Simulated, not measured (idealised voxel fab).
The process module presented herein is designated voxel self aligned contacts.
In the cross-section labelled cut, the width is 255 nm and each square cell is 5 nm.
In what follows, cross-sections appear as grids of square cells, described through bands that run from the top down, where every band is one or more rows of cells. Band: top and bottom heights (nm) first, top before bottom; then materials from left to right, widths in nm. "throughout" marks a sole material filling the band edge to edge. "air" denotes empty space. Convention: height 0 is the level below which the wafer, as received, is all one material. The lowest band does not terminate at the bottom but continues downward, represented as "z 0 and below". The two numbers in a width such as "30->40" mark its ends across the band: the first belongs to the top row of cells, the second to the bottom row, and from each row to the next the width moves by the same amount. "remains unaltered" -> step changed no cross-section cell. Entry "Closed void catalog" = empty spaces >= 8 cells with no open way to the top; each as width x height at distance, distance from left edge, all nm. Read whatever lies past the settings on a step's line as the simulator's own remark about the step. overlay nm: mask right of planned place by this much (step with mask). Neg. = left.
PROCESS STEPS (PLANNED)
1: RECEIVE (material Si)
2: CONFORMAL_DEP (material SiO2; thk nm 5)
3: DIRECTIONAL_DEP (material polySi; thk nm 30)
4: DIRECTIONAL_DEP (material SiN; thk nm 25)
5: DIRECTIONAL_DEP (material aC; thk nm 15)
6: PATTERN (tone cover; mask id GATE; material resist; width nm 35; pitch nm 75; thk nm 35; overlay nm 0)
7: DIRECTIONAL_ETCH (etch materials aC; depth nm 15)
8: STRIP (etch materials resist)
9: DIRECTIONAL_ETCH (etch materials SiN; depth nm 25)
10: DIRECTIONAL_ETCH (etch materials polySi; depth nm 30)
11: STRIP (etch materials aC)
12: CONFORMAL_DEP (material SiN; thk nm 10)
13: DIRECTIONAL_ETCH (etch materials SiN; depth nm 10)
14: FILL_DEP (material SiO2; thk nm 15)
15: CMP (height nm 70)
16: MASKED_ETCH (tone open; mask id CONTACT; width nm 60; etch materials SiO2; depth nm 70; overlay nm 0)
17: CONFORMAL_DEP (material TiN; thk nm 5)
18: FILL_DEP (material W; thk nm 10)
19: CMP (height nm 70)
20: CONFORMAL_DEP (material SiN; thk nm 5)
SO, THE FIRST OF OUR TWO WAFERS, RUN JUST AS WE PLANNED IT
CROSS-SECTION: WAFER ON ARRIVAL = AFTER STEP 1
- z 0 and below | Si throughout
- Closed void catalog: none
STEP 2 DONE - WAFER CROSS-SECTION
- z 5 to 0 | SiO2 throughout
- Under 0: no change, same as before.
STEP 3 DONE - WAFER CROSS-SECTION
- z 35 to 5 | polySi throughout
- Under 5: no change, same as before.
STEP 4 DONE - WAFER CROSS-SECTION
- z 60 to 35 | SiN throughout
- Under 35: no change, same as before.
STEP 5 DONE - WAFER CROSS-SECTION
- z 75 to 60 | aC throughout
- Under 60: no change, same as before.
STEP 6 DONE - WAFER CROSS-SECTION
- z 110 to 75 | 70 air, 35 resist, 40 air, 35 resist, 75 air
- Under 75: no change, same as before.
STEP 7 DONE - WAFER CROSS-SECTION
- z 95 to 75 | 70 air, 35 resist, 40 air, 35 resist, 75 air
- z 75 to 60 | 70 air, 35 aC, 40 air, 35 aC, 75 air
- Under 60: no change, same as before.
STEP 8 DONE - WAFER CROSS-SECTION
- z 75 to 60 | 70 air, 35 aC, 40 air, 35 aC, 75 air
- Under 60: no change, same as before.
STEP 9 DONE - WAFER CROSS-SECTION
- z 75 to 60 | 70 air, 35 aC, 40 air, 35 aC, 75 air
- z 60 to 35 | 70 air, 35 SiN, 40 air, 35 SiN, 75 air
- Under 35: no change, same as before.
STEP 10 DONE - WAFER CROSS-SECTION
- z 75 to 60 | 70 air, 35 aC, 40 air, 35 aC, 75 air
- z 60 to 35 | 70 air, 35 SiN, 40 air, 35 SiN, 75 air
- z 35 to 5 | 70 air, 35 polySi, 40 air, 35 polySi, 75 air
- Under 5: no change, same as before.
STEP 11 DONE - WAFER CROSS-SECTION
- z 60 to 35 | 70 air, 35 SiN, 40 air, 35 SiN, 75 air
- Under 35: no change, same as before.
STEP 12 DONE - WAFER CROSS-SECTION
- z 70 to 35 | 60 air, 55 SiN, 20 air, 55 SiN, 65 air
- z 35 to 15 | 60 air, 10 SiN, 35 polySi, 10 SiN, 20 air, 10 SiN, 35 polySi, 10 SiN, 65 air
- z 15 to 5 | 70 SiN, 35 polySi, 40 SiN, 35 polySi, 75 SiN
- Under 5: no change, same as before.
STEP 13 DONE - WAFER CROSS-SECTION
- z 60 to 35 | 60 air, 55 SiN, 20 air, 55 SiN, 65 air
- z 35 to 5 | 60 air, 10 SiN, 35 polySi, 10 SiN, 20 air, 10 SiN, 35 polySi, 10 SiN, 65 air
- Under 5: no change, same as before.
STEP 14 DONE - WAFER CROSS-SECTION
- z 75 to 60 | SiO2 throughout
- z 60 to 35 | 60 SiO2, 55 SiN, 20 SiO2, 55 SiN, 65 SiO2
- z 35 to 5 | 60 SiO2, 10 SiN, 35 polySi, 10 SiN, 20 SiO2, 10 SiN, 35 polySi, 10 SiN, 65 SiO2
- Under 5: no change, same as before.
STEP 15 DONE - WAFER CROSS-SECTION
- z 70 to 60 | SiO2 throughout
- Under 60: no change, same as before.
STEP 16 DONE - WAFER CROSS-SECTION
- z 70 to 60 | 95 SiO2, 60 air, 100 SiO2
- z 60 to 35 | 60 SiO2, 55 SiN, 20 air, 55 SiN, 65 SiO2
- z 35 to 5 | 60 SiO2, 10 SiN, 35 polySi, 10 SiN, 20 air, 10 SiN, 35 polySi, 10 SiN, 65 SiO2
- z 5 to 0 | 115 SiO2, 20 air, 120 SiO2
- Under 0: no change, same as before.
STEP 17 DONE - WAFER CROSS-SECTION
- z 75 to 70 | 100 TiN, 50 air, 105 TiN
- z 70 to 60 | 95 SiO2, 5->25 TiN, 50->10 air, 5->25 TiN, 100 SiO2
- z 60 to 35 | 60 SiO2, 55 SiN, 5 TiN, 10 air, 5 TiN, 55 SiN, 65 SiO2
- z 35 to 5 | 60 SiO2, 10 SiN, 35 polySi, 10 SiN, 5 TiN, 10 air, 5 TiN, 10 SiN, 35 polySi, 10 SiN, 65 SiO2
- z 5 to 0 | 115 SiO2, 20 TiN, 120 SiO2
- Under 0: no change, same as before.
STEP 18 DONE - WAFER CROSS-SECTION
- z 85 to 75 | W throughout
- z 75 to 70 | 100 TiN, 50 W, 105 TiN
- z 70 to 60 | 95 SiO2, 5->25 TiN, 50->10 W, 5->25 TiN, 100 SiO2
- z 60 to 35 | 60 SiO2, 55 SiN, 5 TiN, 10 W, 5 TiN, 55 SiN, 65 SiO2
- z 35 to 5 | 60 SiO2, 10 SiN, 35 polySi, 10 SiN, 5 TiN, 10 W, 5 TiN, 10 SiN, 35 polySi, 10 SiN, 65 SiO2
- Under 5: no change, same as before.
STEP 19 DONE - WAFER CROSS-SECTION
- z 70 to 60 | 95 SiO2, 5->25 TiN, 50->10 W, 5->25 TiN, 100 SiO2
- Under 60: no change, same as before.
STEP 20 DONE - WAFER CROSS-SECTION
- z 75 to 70 | SiN throughout
- Under 70: no change, same as before.
OKAY, SECOND WAFER. NOTHING DIFFERENT AT THE START, NOTHING DIFFERENT IN THE PLAN, JUST ONE MISTAKE SOMEWHERE IN THE RUNNING. AS FAR AS STEP 18, COUNTING THAT STEP, IT'S THE FIRST WAFER ALL OVER AGAIN
SECOND WAFER SHOWN IN CROSS-SECTION AT THE TIME STEP 19 WAS SLATED TO END
- z 75 to 70 | 100 TiN, 50 W, 105 TiN
- Under 70: no change, same as before.
SECOND WAFER SHOWN IN CROSS-SECTION AT THE TIME STEP 20 WAS SLATED TO END
- z 80 to 75 | SiN throughout
- Under 75: no change, same as before.
So what did we get wrong on this run? step 19 went in with a setting other than planned; the actual run was CMP (height nm 75)
Final difference in cells, second wafer against first, listed per material as more or fewer: +41 TiN | +10 W
